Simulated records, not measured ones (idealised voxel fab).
Documented hereafter: the process module known as voxel plated lines.
The figure presents cross-section cut, which has a width of 225 nm and is divided into square cells with an edge length of 5 nm.
Cross-section, as written here: a square-cell grid given band by band from the top down, where a band holds one or more rows of cells.
Band entry format. Leading values: height of top, height of bottom, nm. Remainder: materials in left-to-right order, each with its width in nm. Special words: "edge to edge" on a single material, which then fills the band edge to edge; "empty", empty space.
Heads up on the height convention: 0 is the point under which the incoming wafer is all one material, and the lowest band has no bottom, it just keeps going down, like "0..down".
When a width is written as two numbers, as in "30..40", the first number is the width in the top row of cells of the band and the second is the width in its bottom row, and the width changes by the same amount from each row to the next.
The designation "nothing changed", where it is given for a processing step, indicates that no cell of the cross-section was altered in the course of that step.
Look at "Cavities, closed" for the closed voids: empty spaces with no open path to the top, sized 8 cells or up. Each is width x height at distance, distance from the left edge, all nm.
Whatever follows a step's settings on its line is a remark the simulator itself makes about that step.
overlay nm: on a step with a mask, how far right of its planned place the mask lay; negative means left.

Steps planned for the process
1. RECEIVE,material Si
2. CONFORMAL_DEP,material SiO2,thk nm 10
3. DIRECTIONAL_DEP,material TiN,thk nm 5
4. PATTERN,tone open,mask id LINES,material resist,width nm 15,pitch nm 35,thk nm 20,overlay nm 0
5. EPI,material Ru,thk nm 5
6. STRIP,etch materials resist
7. DIRECTIONAL_ETCH,etch materials TiN,depth nm 5
8. CONFORMAL_DEP,material SiO2,thk nm 10

First wafer, as planned

Cross-section, incoming material, after step 1
0..down = Si edge to edge
Cavities, closed: none

Presented here is a cross-section of the wafer after step 2 has been performed
10..0 = SiO2 edge to edge
Heights below 0 show no change.

Presented here is a cross-section of the wafer after step 3 has been performed
15..10 = TiN edge to edge
Heights below 10 show no change.

Presented here is a cross-section of the wafer after step 4 has been performed
35..15 = 50 of resist | 15 of empty | 20 of resist | 15 of empty | 20 of resist | 15 of empty | 20 of resist | 15 of empty | 55 of resist
Heights below 15 show no change.

Presented here is a cross-section of the wafer after step 5 has been performed
35..20 = 50 of resist | 15 of empty | 20 of resist | 15 of empty | 20 of resist | 15 of empty | 20 of resist | 15 of empty | 55 of resist
20..15 = 50 of resist | 15 of Ru | 20 of resist | 15 of Ru | 20 of resist | 15 of Ru | 20 of resist | 15 of Ru | 55 of resist
Heights below 15 show no change.

Presented here is a cross-section of the wafer after step 6 has been performed
20..15 = 50 of empty | 15 of Ru | 20 of empty | 15 of Ru | 20 of empty | 15 of Ru | 20 of empty | 15 of Ru | 55 of empty
Heights below 15 show no change.

Presented here is a cross-section of the wafer after step 7 has been performed
20..15 = 50 of empty | 15 of Ru | 20 of empty | 15 of Ru | 20 of empty | 15 of Ru | 20 of empty | 15 of Ru | 55 of empty
15..10 = 50 of empty | 15 of TiN | 20 of empty | 15 of TiN | 20 of empty | 15 of TiN | 20 of empty | 15 of TiN | 55 of empty
Heights below 10 show no change.

Presented here is a cross-section of the wafer after step 8 has been performed
30..20 = 40 of empty | 140 of SiO2 | 45 of empty
20..15 = 50 of SiO2 | 15 of Ru | 20 of SiO2 | 15 of Ru | 20 of SiO2 | 15 of Ru | 20 of SiO2 | 15 of Ru | 55 of SiO2
15..10 = 50 of SiO2 | 15 of TiN | 20 of SiO2 | 15 of TiN | 20 of SiO2 | 15 of TiN | 20 of SiO2 | 15 of TiN | 55 of SiO2
Heights below 10 show no change.

Companion wafer, the second of two: same beginning, same intended sequence, one mistake in carrying it out; through step 2 inclusive it tracks the first exactly

Cross-section: second wafer, time at which step 3 was scheduled to end
25..10 = TiN edge to edge
Heights below 10 show no change.

Cross-section: second wafer, time at which step 4 was scheduled to end
45..25 = 50 of resist | 15 of empty | 20 of resist | 15 of empty | 20 of resist | 15 of empty | 20 of resist | 15 of empty | 55 of resist
Heights below 25 show no change.

Cross-section: second wafer, time at which step 5 was scheduled to end
45..30 = 50 of resist | 15 of empty | 20 of resist | 15 of empty | 20 of resist | 15 of empty | 20 of resist | 15 of empty | 55 of resist
30..25 = 50 of resist | 15 of Ru | 20 of resist | 15 of Ru | 20 of resist | 15 of Ru | 20 of resist | 15 of Ru | 55 of resist
Heights below 25 show no change.

Cross-section: second wafer, time at which step 6 was scheduled to end
30..25 = 50 of empty | 15 of Ru | 20 of empty | 15 of Ru | 20 of empty | 15 of Ru | 20 of empty | 15 of Ru | 55 of empty
Heights below 25 show no change.

Cross-section: second wafer, time at which step 7 was scheduled to end
30..25 = 50 of empty | 15 of Ru | 20 of empty | 15 of Ru | 20 of empty | 15 of Ru | 20 of empty | 15 of Ru | 55 of empty
25..20 = 50 of empty | 15 of TiN | 20 of empty | 15 of TiN | 20 of empty | 15 of TiN | 20 of empty | 15 of TiN | 55 of empty
Heights below 20 show no change.

Cross-section: second wafer, time at which step 8 was scheduled to end
40..30 = 40 of empty | 140 of SiO2 | 45 of empty
30..25 = 50 of SiO2 | 15 of Ru | 20 of SiO2 | 15 of Ru | 20 of SiO2 | 15 of Ru | 20 of SiO2 | 15 of Ru | 55 of SiO2
25..20 = 50 of SiO2 | 15 of TiN | 20 of SiO2 | 15 of TiN | 20 of SiO2 | 15 of TiN | 20 of SiO2 | 15 of TiN | 55 of SiO2
Heights below 20 show no change.
Against the plan, the run slipped here: step 3 deviated from plan and actually ran as DIRECTIONAL_DEP,material TiN,thk nm 15
At the finish, the second wafer shows more or fewer cells for some materials than the first does: TiN +90
